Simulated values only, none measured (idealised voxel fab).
Proc. module: voxel gate over fins
Cross-sectional view cut (width: 185 nm; square cell size: 5 nm).
Cross-section = grid of square cells, listed top down in bands; band = one or more rows. Top, bottom (nm), then materials left to right with widths (nm); lone material tagged "edge to edge" fills the whole band edge to edge; "empty" = empty space. Height datum 0, below which the as-received substrate wafer is one material. Lowest band open at the bottom, running downward: "0 and below". Read "30 to 40" as a graded width: first number on top, second number at the bottom, same change between each pair of neighbouring rows. No cell of the cross-section changed in a step that is given as "no change occurred". What "Enclosed void entries" gives you is every empty space of 8 cells or more that is cut off from the top. Each appears as width x height at distance, with the distance taken from the left edge and width, height and distance all in nm. Post-settings text on a step line: simulator's own remark regarding the step. "overlay nm" answers the question of how far to the right of plan the mask lay on a step that has a mask, and when it is negative the answer is to the left.
Process steps foreseen in the plan:
1: RECEIVE [material Si]
2: CONFORMAL_DEP [material SiN] [thk nm 5]
3: DIRECTIONAL_DEP [material aC] [thk nm 15]
4: PATTERN [tone cover] [mask id FINS] [material resist] [width nm 15] [pitch nm 45] [thk nm 35] [overlay nm 0]
5: DIRECTIONAL_ETCH [etch materials aC] [depth nm 15]
6: STRIP [etch materials resist]
7: DIRECTIONAL_ETCH [etch materials SiN] [depth nm 5]
8: DIRECTIONAL_ETCH [etch materials Si] [depth nm 30]
9: STRIP [etch materials aC]
10: OXIDIZE [depth nm 5]
11: FILL_DEP [material SiO2] [thk nm 5]
12: CMP [height nm 5]
13: SELECTIVE_ETCH [etch materials SiO2] [depth nm 20]
14: STRIP [etch materials SiN]
15: CONFORMAL_DEP [material HfO2] [thk nm 5]
16: CONFORMAL_DEP [material TiN] [thk nm 5]
17: FILL_DEP [material W] [thk nm 15]
18: CMP [height nm 20]
19: CONFORMAL_DEP [material SiCN] [thk nm 5]
Where the wafers of this document differ is in the width nm of step 4; they start out the same, and the plan states the value that applied to the first wafer.
Cross-section of the first incoming wafer of several, state after step 1:
0 and below  Si edge to edge
Enclosed void entries: none
Below is a per-wafer table. In it, each row describes the wafer at the end of the module by giving, for each material, the number of cells gained (+) or lost (-) since the wafer was received, and after that the closed voids of the wafer:
width nm 15, +55 HfO2, -238 Si, +37 SiCN, +136 SiO2, +55 TiN, +140 W, Enclosed void entries: none
width nm 20, +55 HfO2, -217 Si, +37 SiCN, +124 SiO2, +55 TiN, +131 W, Enclosed void entries: none
width nm 25, +55 HfO2, -196 Si, +37 SiCN, +112 SiO2, +55 TiN, +122 W, Enclosed void entries: none
width nm 30, +55 HfO2, -175 Si, +37 SiCN, +100 SiO2, +55 TiN, +113 W, Enclosed void entries: none
